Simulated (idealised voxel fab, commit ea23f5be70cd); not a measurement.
Process module heading - voxel self aligned vias
In the cross-section labelled cut, the width is 140 nm and each square cell is 5 nm.
Cross-sections here: square-cell grids, written as top-down lists of bands, a band being one or more rows of cells. Look at the band entry: it leads with the top's height and the bottom's height in nm. Then it lists the materials left to right, with a width in nm for each. The word "full width" on a single material says that material fills the band edge to edge. The word "empty" is empty space. The reference from which all heights are counted is 0, the level beneath which the as-received wafer is entirely one material; the lowest band, having no lower bound, proceeds downward and is written after the example "0..down". When a width is written as two numbers, as in "30 to 40", the first number is the width in the top row of cells of the band and the second is the width in its bottom row, and the width changes by the same amount from each row to the next. "everything unchanged" after a step means that no cell of the cross-section changed. In "Listed closed voids" the enclosed voids are listed, meaning empty spaces of 8 cells or larger without any opening to the top. The form is width x height at distance, distance from the left edge, units nm. On a step's line, text after the settings is the simulator commenting on that step. The line of a step may include "overlay nm". On a step with a mask, this value is how far to the right of its planned place the mask lay. A negative value means the mask lay to the left.
The process steps that were planned are listed below:
1. RECEIVE [material Si]
2. CONFORMAL_DEP [material SiO2] [thk nm 10]
3. CONFORMAL_DEP [material SiCN] [thk nm 5]
4. DIRECTIONAL_DEP [material lowk] [thk nm 30]
5. PATTERN [tone open] [mask id LINES] [material resist] [width nm 30] [pitch nm 55] [thk nm 20] [overlay nm 0]
6. DIRECTIONAL_ETCH [etch materials lowk] [depth nm 30]
7. STRIP [etch materials resist]
8. CONFORMAL_DEP [material TiN] [thk nm 5]
9. FILL_DEP [material W] [thk nm 10]
10. CMP [height nm 45]
11. SELECTIVE_ETCH [etch materials W Ru TiN] [depth nm 5]
12. FILL_DEP [material SiN] [thk nm 5]
13. CMP [height nm 45]
14. DIRECTIONAL_DEP [material lowk] [thk nm 20]
15. DIRECTIONAL_DEP [material aC] [thk nm 15]
16. PATTERN [tone open] [mask id VIAS] [material resist] [width nm 40] [thk nm 30] [overlay nm 0]
17. DIRECTIONAL_ETCH [etch materials aC] [depth nm 15]
18. STRIP [etch materials resist]
19. DIRECTIONAL_ETCH [etch materials lowk] [depth nm 20]
20. DIRECTIONAL_ETCH [etch materials SiN] [depth nm 5]
21. STRIP [etch materials aC]
22. CONFORMAL_DEP [material TiN] [thk nm 5]
23. FILL_DEP [material W] [thk nm 5]
24. CMP [height nm 65]
25. CONFORMAL_DEP [material SiN] [thk nm 5]
Wafer cross-section on receipt, i.e. after step 1:
0..down: Si full width
Listed closed voids: none
A wafer at the end: this start, this plan, one mistake:
60..55: SiN full width
55..45: lowk 20 nm | TiN 5 to 10 nm | W 30 to 20 nm | TiN 5 to 10 nm | lowk 80 nm
45..40: lowk 25 nm | TiN 30 nm | lowk 25 nm | SiN 30 nm | lowk 30 nm
40..20: lowk 25 nm | TiN 5 nm | W 20 nm | TiN 5 nm | lowk 25 nm | TiN 5 nm | W 20 nm | TiN 5 nm | lowk 30 nm
20..15: lowk 25 nm | TiN 30 nm | lowk 25 nm | TiN 30 nm | lowk 30 nm
15..10: SiCN full width
10..0: SiO2 full width
0..down: Si full width
Listed closed voids: none
The plan and the run diverged here: step 24, actual vs plan mismatch, actual run CMP [height nm 55]
